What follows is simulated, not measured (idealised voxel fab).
Title: Process Module voxel capacitor over wiring
We display cut, a cross-section 250 nm in width whose square cells are each 5 nm.
When this document writes out a cross-section, it uses a grid of square cells and lists it as bands, beginning at the top and moving down, with a band standing for one or more rows of cells. Per band: top height and bottom height in nm, followed by the left-to-right materials and their widths in nm; "edge to edge" marks a single material spanning edge to edge, "empty" marks empty space. The level at which height equals 0 is the one under which the wafer, as it arrives, is entirely one material. No lower edge exists for the bottom band, which continues downward and is notated as in "0 -> down". Width spec "30 to 40" -> top row of cells at first value, bottom row at second value, equal per-row change in between. The cross-section has no changed cell in any step marked "nothing got changed". Closed empty spaces (no open way to the top) of 8 cells or more are what "Unvented voids" lists, each as width x height at distance from the left edge, nm for all three. Note: text after step settings on the step line = simulator remark on that step. overlay nm: for a step with a mask, the amount by which the mask lay right of where it was planned; a negative amount means left of it.
# The process steps that were planned are listed below
1 RECEIVE (material Si)
2 CONFORMAL_DEP (material SiO2; thk nm 10)
3 DIRECTIONAL_DEP (material TiN; thk nm 5)
4 DIRECTIONAL_DEP (material W; thk nm 15)
5 DIRECTIONAL_DEP (material aC; thk nm 10)
6 PATTERN (tone cover; mask id METAL_1; material resist; width nm 25; pitch nm 90; thk nm 25; overlay nm 0)
7 DIRECTIONAL_ETCH (etch materials aC; depth nm 10)
8 STRIP (etch materials resist)
9 DIRECTIONAL_ETCH (etch materials W; depth nm 15)
10 DIRECTIONAL_ETCH (etch materials TiN; depth nm 5)
11 STRIP (etch materials aC)
12 CONFORMAL_DEP (material SiCN; thk nm 5)
13 FILL_DEP (material SiO2; thk nm 5)
14 CMP (height nm 30)
15 CONFORMAL_DEP (material SiCN; thk nm 5)
16 DIRECTIONAL_DEP (material SiO2; thk nm 15)
17 MASKED_ETCH (tone open; mask id PLUG_1; width nm 15; etch materials SiO2; depth nm 15; overlay nm 0)
18 MASKED_ETCH (tone open; mask id PLUG_1; width nm 15; etch materials SiCN; depth nm 5; overlay nm 0)
19 EPI (material Ru; thk nm 10)
20 EPI (material Ru; thk nm 10)
21 DIRECTIONAL_DEP (material TiN; thk nm 10)
22 DIRECTIONAL_DEP (material SiN; thk nm 5)
23 DIRECTIONAL_DEP (material TiN; thk nm 10)
24 MASKED_ETCH (tone cover; mask id UPPER_PLATE; width nm 70; etch materials TiN; depth nm 10; overlay nm 0)
25 MASKED_ETCH (tone cover; mask id UPPER_PLATE; width nm 70; etch materials SiN; depth nm 5; overlay nm 0)
26 PATTERN (tone cover; mask id LOWER_PLATE; material resist; width nm 80; thk nm 20; overlay nm 0)
27 DIRECTIONAL_ETCH (etch materials TiN; depth nm 10)
28 STRIP (etch materials resist)
29 FILL_DEP (material SiO2; thk nm 20)
30 CMP (height nm 90)
31 DIRECTIONAL_DEP (material aC; thk nm 15)
32 PATTERN (tone open; mask id PLUG_2; material resist; width nm 15; thk nm 30; overlay nm 0)
33 DIRECTIONAL_ETCH (etch materials aC; depth nm 15)
34 STRIP (etch materials resist)
35 DIRECTIONAL_ETCH (etch materials SiO2; depth nm 15)
36 STRIP (etch materials aC)
37 CONFORMAL_DEP (material TiN; thk nm 5)
38 FILL_DEP (material Ru; thk nm 5)
39 CMP (height nm 90)
40 CONFORMAL_DEP (material SiCN; thk nm 5)
# The first of the two wafers, which ran as planned
# Incoming wafer in cross-section (state: after step 1)
* 0 -> down: Si edge to edge
* Unvented voids: none
# After step 2: wafer cross-section
* 10 -> 0: SiO2 edge to edge
* All layers under 0 are left as they were.
# After step 3: wafer cross-section
* 15 -> 10: TiN edge to edge
* All layers under 10 are left as they were.
# After step 4: wafer cross-section
* 30 -> 15: W edge to edge
* All layers under 15 are left as they were.
# After step 5: wafer cross-section
* 40 -> 30: aC edge to edge
* All layers under 30 are left as they were.
# After step 6: wafer cross-section
* 65 -> 40: empty=65 | resist=25 | empty=65 | resist=25 | empty=70
* All layers under 40 are left as they were.
# After step 7: wafer cross-section
* 55 -> 40: empty=65 | resist=25 | empty=65 | resist=25 | empty=70
* 40 -> 30: empty=65 | aC=25 | empty=65 | aC=25 | empty=70
* All layers under 30 are left as they were.
# After step 8: wafer cross-section
* 40 -> 30: empty=65 | aC=25 | empty=65 | aC=25 | empty=70
* All layers under 30 are left as they were.
# After step 9: wafer cross-section
* 40 -> 30: empty=65 | aC=25 | empty=65 | aC=25 | empty=70
* 30 -> 15: empty=65 | W=25 | empty=65 | W=25 | empty=70
* All layers under 15 are left as they were.
# After step 10: wafer cross-section
* 40 -> 30: empty=65 | aC=25 | empty=65 | aC=25 | empty=70
* 30 -> 15: empty=65 | W=25 | empty=65 | W=25 | empty=70
* 15 -> 10: empty=65 | TiN=25 | empty=65 | TiN=25 | empty=70
* All layers under 10 are left as they were.
# After step 11: wafer cross-section
* 30 -> 15: empty=65 | W=25 | empty=65 | W=25 | empty=70
* All layers under 15 are left as they were.
# After step 12: wafer cross-section
* 35 -> 30: empty=60 | SiCN=35 | empty=55 | SiCN=35 | empty=65
* 30 -> 15: empty=60 | SiCN=5 | W=25 | SiCN=5 | empty=55 | SiCN=5 | W=25 | SiCN=5 | empty=65
* 15 -> 10: SiCN=65 | TiN=25 | SiCN=65 | TiN=25 | SiCN=70
* All layers under 10 are left as they were.
# After step 13: wafer cross-section
* 40 -> 35: SiO2 edge to edge
* 35 -> 30: SiO2=60 | SiCN=35 | SiO2=55 | SiCN=35 | SiO2=65
* 30 -> 15: SiO2=60 | SiCN=5 | W=25 | SiCN=5 | SiO2=55 | SiCN=5 | W=25 | SiCN=5 | SiO2=65
* All layers under 15 are left as they were.
# After step 14: wafer cross-section
* 30 -> 15: SiO2=60 | SiCN=5 | W=25 | SiCN=5 | SiO2=55 | SiCN=5 | W=25 | SiCN=5 | SiO2=65
* All layers under 15 are left as they were.
# After step 15: wafer cross-section
* 35 -> 30: SiCN edge to edge
* All layers under 30 are left as they were.
# After step 16: wafer cross-section
* 50 -> 35: SiO2 edge to edge
* All layers under 35 are left as they were.
# After step 17: wafer cross-section
* 50 -> 35: SiO2=75 | empty=15 | SiO2=160
* All layers under 35 are left as they were.
# After step 18: wafer cross-section
* 50 -> 35: SiO2=75 | empty=15 | SiO2=160
* 35 -> 30: SiCN=75 | empty=15 | SiCN=160
* All layers under 30 are left as they were.
# After step 19: wafer cross-section
* 50 -> 40: SiO2=75 | empty=15 | SiO2=160
* 40 -> 35: SiO2=75 | Ru=15 | SiO2=160
* 35 -> 30: SiCN=75 | Ru=15 | SiCN=160
* All layers under 30 are left as they were.
# After step 20: wafer cross-section
* 50 -> 35: SiO2=75 | Ru=15 | SiO2=160
* All layers under 35 are left as they were.
# After step 21: wafer cross-section
* 60 -> 50: TiN edge to edge
* All layers under 50 are left as they were.
# After step 22: wafer cross-section
* 65 -> 60: SiN edge to edge
* All layers under 60 are left as they were.
# After step 23: wafer cross-section
* 75 -> 65: TiN edge to edge
* All layers under 65 are left as they were.
# After step 24: wafer cross-section
* 75 -> 65: empty=75 | TiN=70 | empty=105
* All layers under 65 are left as they were.
# After step 25: wafer cross-section
* 75 -> 65: empty=75 | TiN=70 | empty=105
* 65 -> 60: empty=75 | SiN=70 | empty=105
* All layers under 60 are left as they were.
# After step 26: wafer cross-section
* 95 -> 75: empty=70 | resist=80 | empty=100
* 75 -> 65: empty=70 | resist=5 | TiN=70 | resist=5 | empty=100
* 65 -> 60: empty=70 | resist=5 | SiN=70 | resist=5 | empty=100
* All layers under 60 are left as they were.
# After step 27: wafer cross-section
* 95 -> 75: empty=70 | resist=80 | empty=100
* 75 -> 65: empty=70 | resist=5 | TiN=70 | resist=5 | empty=100
* 65 -> 60: empty=70 | resist=5 | SiN=70 | resist=5 | empty=100
* 60 -> 50: empty=70 | TiN=80 | empty=100
* All layers under 50 are left as they were.
# After step 28: wafer cross-section
* 75 -> 65: empty=75 | TiN=70 | empty=105
* 65 -> 60: empty=75 | SiN=70 | empty=105
* All layers under 60 are left as they were.
# After step 29: wafer cross-section
* 95 -> 75: SiO2 edge to edge
* 75 -> 65: SiO2=75 | TiN=70 | SiO2=105
* 65 -> 60: SiO2=75 | SiN=70 | SiO2=105
* 60 -> 50: SiO2=70 | TiN=80 | SiO2=100
* All layers under 50 are left as they were.
# After step 30: wafer cross-section
* 90 -> 75: SiO2 edge to edge
* All layers under 75 are left as they were.
# After step 31: wafer cross-section
* 105 -> 90: aC edge to edge
* All layers under 90 are left as they were.
# After step 32: wafer cross-section
* 135 -> 105: resist=85 | empty=15 | resist=150
* All layers under 105 are left as they were.
# After step 33: wafer cross-section
* 120 -> 105: resist=85 | empty=15 | resist=150
* 105 -> 90: aC=85 | empty=15 | aC=150
* All layers under 90 are left as they were.
# After step 34: wafer cross-section
* 105 -> 90: aC=85 | empty=15 | aC=150
* All layers under 90 are left as they were.
# After step 35: wafer cross-section
* 105 -> 90: aC=85 | empty=15 | aC=150
* 90 -> 75: SiO2=85 | empty=15 | SiO2=150
* All layers under 75 are left as they were.
# After step 36: wafer cross-section
* 90 -> 75: SiO2=85 | empty=15 | SiO2=150
* All layers under 75 are left as they were.
# After step 37: wafer cross-section
* 95 -> 90: TiN=90 | empty=5 | TiN=155
* 90 -> 80: SiO2=85 | TiN=5 | empty=5 | TiN=5 | SiO2=150
* 80 -> 75: SiO2=85 | TiN=15 | SiO2=150
* All layers under 75 are left as they were.
# After step 38: wafer cross-section
* 100 -> 95: Ru edge to edge
* 95 -> 90: TiN=90 | Ru=5 | TiN=155
* 90 -> 80: SiO2=85 | TiN=5 | Ru=5 | TiN=5 | SiO2=150
* All layers under 80 are left as they were.
# After step 39: wafer cross-section
* 90 -> 80: SiO2=85 | TiN=5 | Ru=5 | TiN=5 | SiO2=150
* All layers under 80 are left as they were.
# After step 40: wafer cross-section
* 95 -> 90: SiCN edge to edge
* All layers under 90 are left as they were.
# Second wafer - shared start and plan with the first - one error in running - same as the first up to step 18 inclusive
# Here is the second wafer in cross-section at the point where step 20 of the plan should have been done
* 60 -> 50: empty=65 | Ru=35 | empty=150
* 50 -> 35: SiO2=75 | Ru=15 | SiO2=160
* 35 -> 30: SiCN=75 | Ru=15 | SiCN=160
* All layers under 30 are left as they were.
# Here is the second wafer in cross-section at the point where step 21 of the plan should have been done
* 70 -> 60: empty=65 | TiN=35 | empty=150
* 60 -> 50: TiN=65 | Ru=35 | TiN=150
* All layers under 50 are left as they were.
# Here is the second wafer in cross-section at the point where step 22 of the plan should have been done
* 75 -> 70: empty=65 | SiN=35 | empty=150
* 70 -> 65: empty=65 | TiN=35 | empty=150
* 65 -> 60: SiN=65 | TiN=35 | SiN=150
* All layers under 60 are left as they were.
# Here is the second wafer in cross-section at the point where step 23 of the plan should have been done
* 85 -> 75: empty=65 | TiN=35 | empty=150
* 75 -> 70: TiN=65 | SiN=35 | TiN=150
* 70 -> 65: TiN edge to edge
* All layers under 65 are left as they were.
# Here is the second wafer in cross-section at the point where step 24 of the plan should have been done
* 85 -> 75: empty=75 | TiN=25 | empty=150
* 75 -> 70: empty=65 | SiN=35 | TiN=45 | empty=105
* 70 -> 65: empty=65 | TiN=80 | empty=105
* All layers under 65 are left as they were.
# Here is the second wafer in cross-section at the point where step 25 of the plan should have been done
* 85 -> 75: empty=75 | TiN=25 | empty=150
* 75 -> 70: empty=75 | SiN=25 | TiN=45 | empty=105
* 70 -> 65: empty=65 | TiN=80 | empty=105
* 65 -> 60: empty=65 | TiN=35 | SiN=45 | empty=105
* All layers under 60 are left as they were.
# Here is the second wafer in cross-section at the point where step 26 of the plan should have been done
* 105 -> 85: empty=70 | resist=80 | empty=100
* 85 -> 75: empty=70 | resist=5 | TiN=25 | resist=50 | empty=100
* 75 -> 70: empty=70 | resist=5 | SiN=25 | TiN=45 | resist=5 | empty=100
* 70 -> 65: empty=65 | TiN=80 | resist=5 | empty=100
* 65 -> 60: empty=65 | TiN=35 | SiN=45 | resist=5 | empty=100
* All layers under 60 are left as they were.
# Here is the second wafer in cross-section at the point where step 27 of the plan should have been done
* 105 -> 85: empty=70 | resist=80 | empty=100
* 85 -> 75: empty=70 | resist=5 | TiN=25 | resist=50 | empty=100
* 75 -> 70: empty=70 | resist=5 | SiN=25 | TiN=45 | resist=5 | empty=100
* 70 -> 65: empty=70 | TiN=75 | resist=5 | empty=100
* 65 -> 60: empty=70 | TiN=30 | SiN=45 | resist=5 | empty=100
* 60 -> 50: empty=65 | Ru=35 | TiN=50 | empty=100
* All layers under 50 are left as they were.
# Here is the second wafer in cross-section at the point where step 28 of the plan should have been done
* 85 -> 75: empty=75 | TiN=25 | empty=150
* 75 -> 70: empty=75 | SiN=25 | TiN=45 | empty=105
* 70 -> 65: empty=70 | TiN=75 | empty=105
* 65 -> 60: empty=70 | TiN=30 | SiN=45 | empty=105
* All layers under 60 are left as they were.
# Here is the second wafer in cross-section at the point where step 29 of the plan should have been done
* 105 -> 85: SiO2 edge to edge
* 85 -> 75: SiO2=75 | TiN=25 | SiO2=150
* 75 -> 70: SiO2=75 | SiN=25 | TiN=45 | SiO2=105
* 70 -> 65: SiO2=70 | TiN=75 | SiO2=105
* 65 -> 60: SiO2=70 | TiN=30 | SiN=45 | SiO2=105
* 60 -> 50: SiO2=65 | Ru=35 | TiN=50 | SiO2=100
* All layers under 50 are left as they were.
# Here is the second wafer in cross-section at the point where step 30 of the plan should have been done
* 90 -> 85: SiO2 edge to edge
* All layers under 85 are left as they were.
# Here is the second wafer in cross-section at the point where step 31 of the plan should have been done
* 105 -> 90: aC edge to edge
* All layers under 90 are left as they were.
# Here is the second wafer in cross-section at the point where step 32 of the plan should have been done
* 135 -> 105: resist=85 | empty=15 | resist=150
* All layers under 105 are left as they were.
# Here is the second wafer in cross-section at the point where step 33 of the plan should have been done
* 120 -> 105: resist=85 | empty=15 | resist=150
* 105 -> 90: aC=85 | empty=15 | aC=150
* All layers under 90 are left as they were.
# Here is the second wafer in cross-section at the point where step 34 of the plan should have been done
* 105 -> 90: aC=85 | empty=15 | aC=150
* All layers under 90 are left as they were.
# Here is the second wafer in cross-section at the point where step 35 of the plan should have been done
* 105 -> 90: aC=85 | empty=15 | aC=150
* 90 -> 85: SiO2=85 | empty=15 | SiO2=150
* All layers under 85 are left as they were.
# Here is the second wafer in cross-section at the point where step 36 of the plan should have been done
* 90 -> 85: SiO2=85 | empty=15 | SiO2=150
* All layers under 85 are left as they were.
# Here is the second wafer in cross-section at the point where step 37 of the plan should have been done
* 95 -> 90: TiN=90 | empty=5 | TiN=155
* 90 -> 85: SiO2=85 | TiN=15 | SiO2=150
* All layers under 85 are left as they were.
# Here is the second wafer in cross-section at the point where step 38 of the plan should have been done
* 100 -> 95: Ru edge to edge
* 95 -> 90: TiN=90 | Ru=5 | TiN=155
* All layers under 90 are left as they were.
# Here is the second wafer in cross-section at the point where step 39 of the plan should have been done
* 90 -> 85: SiO2=85 | TiN=15 | SiO2=150
* All layers under 85 are left as they were.
# Here is the second wafer in cross-section at the point where step 40 of the plan should have been done
* 95 -> 90: SiCN edge to edge
* All layers under 90 are left as they were.
Deviation from plan: step run twice: one of 19 and 20 (identical), unknown which
FYI, end of process, the second wafer has more or fewer cells of some materials than the first: 12 more of Ru | 8 fewer of SiO2 | 4 fewer of TiN
